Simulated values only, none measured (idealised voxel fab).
Documented hereafter: the process module known as voxel local oxidation.
We display cut, a cross-section 255 nm in width whose square cells are each 5 nm.
Each cross-section below is a grid of square cells, stated as bands in top-down order, with one or more rows of cells making up each band.
Band: top and bottom heights (nm) first, top before bottom; then materials from left to right, widths in nm. "all across" marks a sole material filling the band edge to edge. "blank" denotes empty space.
Heads up on the height convention: 0 is the point under which the incoming wafer is all one material, and the lowest band has no bottom, it just keeps going down, like "top 0, no bottom".
Width "30 to 40": first value at the band's top row of cells, second value at its bottom row, equal change from row to row.
The designation "nothing got changed", where it is given for a processing step, indicates that no cell of the cross-section was altered in the course of that step.
Closed-off voids of 8+ cells (no open route to the top) go in "Enclosed void catalog", written width x height at distance from the left edge, in nm.
Past the settings on a step's line: simulator remark, on that step.
For masked steps, "overlay nm" on the step line gives how far right of plan the mask actually lay; a minus sign means it lay to the left.
### Listed below are the process steps as planned
1) RECEIVE (material Si)
2) CONFORMAL_DEP (material SiO2; thk nm 5)
3) CONFORMAL_DEP (material SiN; thk nm 5)
4) PATTERN (tone cover; mask id ACTIVE; material resist; width nm 105; thk nm 15; overlay nm 0)
5) DIRECTIONAL_ETCH (etch materials SiN; depth nm 15)
6) STRIP (etch materials resist)
7) SELECTIVE_ETCH (etch materials SiO2; depth nm 5)
8) OXIDIZE (depth nm 10)
9) STRIP (etch materials SiN)
The value of thk nm given for step 3 in the plan refers to the first wafer; the wafers vary in this setting and are alike at the start.
### So this is the first of several wafers, cross-sectioned as it came to us, meaning it's at the end of step 1
- top 0, no bottom  Si all across
- Enclosed void catalog: none
### Module end state after final step 9: cross-section of the first of several wafers
- top 5, bottom 0  80 nm blank | 95 nm SiO2 | 80 nm blank
- top 0, bottom -10  90 nm SiO2 | 75 nm Si | 90 nm SiO2
- top -10, no bottom  Si all across
- Enclosed void catalog: none
### End of module: cross-section, last of several wafers
- top 5, bottom 0  SiO2 all across
- top 0, no bottom  Si all across
- Enclosed void catalog: none
### Heads up, this table goes wafer by wafer. A row tells you, at the end of the module, how many cells of each material that wafer has put on (+) or dropped (-) since it was received, and then its closed voids
thk nm 5, -72 Si, +91 SiO2, Enclosed void catalog: none
thk nm 10, -72 Si, +91 SiO2, Enclosed void catalog: none
thk nm 15, -72 Si, +91 SiO2, Enclosed void catalog: none
thk nm 20, +51 SiO2, Enclosed void catalog: none
thk nm 25, +51 SiO2, Enclosed void catalog: none
thk nm 30, +51 SiO2, Enclosed void catalog: none
